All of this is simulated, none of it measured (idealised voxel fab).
The process module presented herein is designated voxel spacer lines.
Cross-section cut: width 175 nm, square cells of 5 nm.
If you're reading a cross-section in this doc, picture square cells in a grid; it comes to you as bands, top ones listed first down to the bottom, and a band can be one or more rows of cells.
Within each band entry, the heights of the top and of the bottom of the band appear first, in that order and in nm; the materials of the band then follow from left to right, each with its corresponding width in nm. The designation "everywhere" on a single material indicates that it fills the band from edge to edge; the designation "empty" indicates empty space.
Below 0: as-received wafer, all one material; heights counted from there. Lowest band: no bottom, goes on down, written "0 -> down".
When a width is written as two numbers, as in "30..40", the first number is the width in the top row of cells of the band and the second is the width in its bottom row, and the width changes by the same amount from each row to the next.
"nothing changed", as given for a step, is the statement that not any cell of the cross-section underwent a change during that step.
"Closed cavities" - sealed voids, min. 8 cells, no opening to top; format: width x height at distance (distance from left edge; nm throughout).
It should be noted that, on the line of a given step, the content following the step's settings is a remark produced by the simulator itself with respect to that step.
overlay nm: step with mask; distance mask lay right of planned place; negative value = left of planned place.

So here's the lineup of process steps we planned
1,RECEIVE | material Si
2,CONFORMAL_DEP | material Al2O3 | thk nm 10
3,DIRECTIONAL_DEP | material polySi | thk nm 20
4,DIRECTIONAL_DEP | material aC | thk nm 30
5,PATTERN | tone cover | mask id MANDREL | material resist | width nm 20 | pitch nm 60 | thk nm 40 | overlay nm 0
6,DIRECTIONAL_ETCH | etch materials aC | depth nm 30
7,STRIP | etch materials resist
8,CONFORMAL_DEP | material SiN | thk nm 10
9,DIRECTIONAL_ETCH | etch materials SiN | depth nm 10
10,STRIP | etch materials aC
11,DIRECTIONAL_ETCH | etch materials polySi | depth nm 20
12,STRIP | etch materials SiN
13,FILL_DEP | material SiO2 | thk nm 5
14,CMP | height nm 30

Here's what the wafer looked like in cross-section when it arrived - that's after step 1
  0 -> down: Si everywhere
  Closed cavities: none

Starting wafer: above. Plan: above. Run: one mistake. Cross-section after the module: below
  25 -> 10: 35 SiO2  10 polySi  20 SiO2  10 polySi  20 SiO2  10 polySi  20 SiO2  10 polySi  40 SiO2
  10 -> 0: Al2O3 everywhere
  0 -> down: Si everywhere
  Closed cavities: none
Want to know what went wrong? step 14 off recipe, ran as CMP | height nm 25
